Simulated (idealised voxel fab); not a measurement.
Process module under the name voxel self aligned vias
The width of the displayed cross-section, cut, is 295 nm; its cells are square, with a size of 5 nm.
Notation: cross-section as square-cell grid; stated in bands, top first, going down; one or more cell rows per band.
Heights first: top, then bottom, in nm. Then materials, left to right, each with a width in nm. "everywhere" on a single material: fills the band edge to edge. "blank": empty space.
Height is counted from the level 0, under which the received wafer is composed throughout of one material. The lowest of the bands is not closed at the bottom but continues downward, in the notation "0 nm and below".
With a width like "30 to 40", each row of cells in the band differs from the next by the same amount, the top row carrying the first number and the bottom row the second.
Reading "nothing altered" for a step: not a cell of the cross-section changed in it.
Listed in "Closed-off voids": every empty space of 8 or more cells without an open way to the top. Form: width x height at distance, the distance being from the left edge, all in nm.
Heads up: the bit after the settings on a step's line is the simulator's remark on that step.
What "overlay nm" on a step's line means: if the step has a mask, that mask lay this far to the right of its planned place, or, when the value is negative, to the left.
**Planned step list for the process**
1: RECEIVE, material Si
2: CONFORMAL_DEP, material SiO2, thk nm 15
3: CONFORMAL_DEP, material SiCN, thk nm 5
4: DIRECTIONAL_DEP, material SiO2, thk nm 20
5: PATTERN, tone open, mask id LINES, material resist, width nm 30, pitch nm 65, thk nm 20, overlay nm 0
6: DIRECTIONAL_ETCH, etch materials SiO2, depth nm 20
7: STRIP, etch materials resist
8: CONFORMAL_DEP, material TiN, thk nm 5
9: FILL_DEP, material Ru, thk nm 10
10: CMP, height nm 40
11: SELECTIVE_ETCH, etch materials W Ru TiN, depth nm 10
12: FILL_DEP, material SiN, thk nm 10
13: CMP, height nm 30
14: DIRECTIONAL_DEP, material SiO2, thk nm 15
15: MASKED_ETCH, tone open, mask id VIAS, width nm 50, etch materials SiO2, depth nm 15, overlay nm 0
16: MASKED_ETCH, tone open, mask id VIAS, width nm 50, etch materials SiN, depth nm 10, overlay nm 0
17: CONFORMAL_DEP, material TiN, thk nm 5
18: FILL_DEP, material Ru, thk nm 5
19: CMP, height nm 55
20: CONFORMAL_DEP, material SiCN, thk nm 5
The value of height nm given for step 13 in the plan refers to the first wafer; the wafers vary in this setting and are alike at the start.
**Received condition of the first of several wafers, sectioned: post-step 1**
0 nm and below  Si everywhere
Closed-off voids: none
**Once step 20, the last step, is complete, the module is at its end; this is the cross-section of the first of several wafers**
60 nm to 55 nm  SiCN everywhere
55 nm to 50 nm  Ru everywhere
50 nm to 45 nm  95 TiN | 40 Ru | 160 TiN
45 nm to 35 nm  90 SiO2 | 5 TiN | 40 Ru | 5 TiN | 155 SiO2
35 nm to 30 nm  90 SiO2 | 50 TiN | 155 SiO2
30 nm to 25 nm  100 SiO2 | 5 TiN | 20 Ru | 5 TiN | 35 SiO2 | 5 TiN | 20 Ru | 5 TiN | 100 SiO2
25 nm to 20 nm  100 SiO2 | 30 TiN | 35 SiO2 | 30 TiN | 100 SiO2
20 nm to 15 nm  SiCN everywhere
15 nm to 0 nm  SiO2 everywhere
0 nm and below  Si everywhere
Closed-off voids: none
**So this is the cross-section on the last wafer at the end of the module**
60 nm to 55 nm  SiCN everywhere
55 nm to 50 nm  90 SiO2 | 5 TiN | 40 Ru | 5 TiN | 155 SiO2
50 nm to 45 nm  90 SiN | 5 TiN | 40 Ru | 5 TiN | 155 SiN
45 nm to 40 nm  90 SiN | 50 TiN | 155 SiN
40 nm to 30 nm  100 SiO2 | 30 SiN | 35 SiO2 | 30 SiN | 100 SiO2
30 nm to 25 nm  100 SiO2 | 5 TiN | 20 Ru | 5 TiN | 35 SiO2 | 5 TiN | 20 Ru | 5 TiN | 100 SiO2
25 nm to 20 nm  100 SiO2 | 30 TiN | 35 SiO2 | 30 TiN | 100 SiO2
20 nm to 15 nm  SiCN everywhere
15 nm to 0 nm  SiO2 everywhere
0 nm and below  Si everywhere
Closed-off voids: none
**Gained (+) or lost (-) cells of each material since receipt, then closed voids: one row per wafer, at the end of the module**
height nm 30; +91 Ru; +118 SiCN; +418 SiO2; +81 TiN; Closed-off voids: none
height nm 35; +36 Ru; +118 SiCN; +6 SiN; +465 SiO2; +83 TiN; Closed-off voids: none
height nm 40; +32 Ru; +118 SiCN; +12 SiN; +512 SiO2; +34 TiN; Closed-off voids: none
height nm 45; +28 Ru; +118 SiCN; +67 SiN; +463 SiO2; +32 TiN; Closed-off voids: none
height nm 50; +24 Ru; +118 SiCN; +122 SiN; +414 SiO2; +30 TiN; Closed-off voids: none
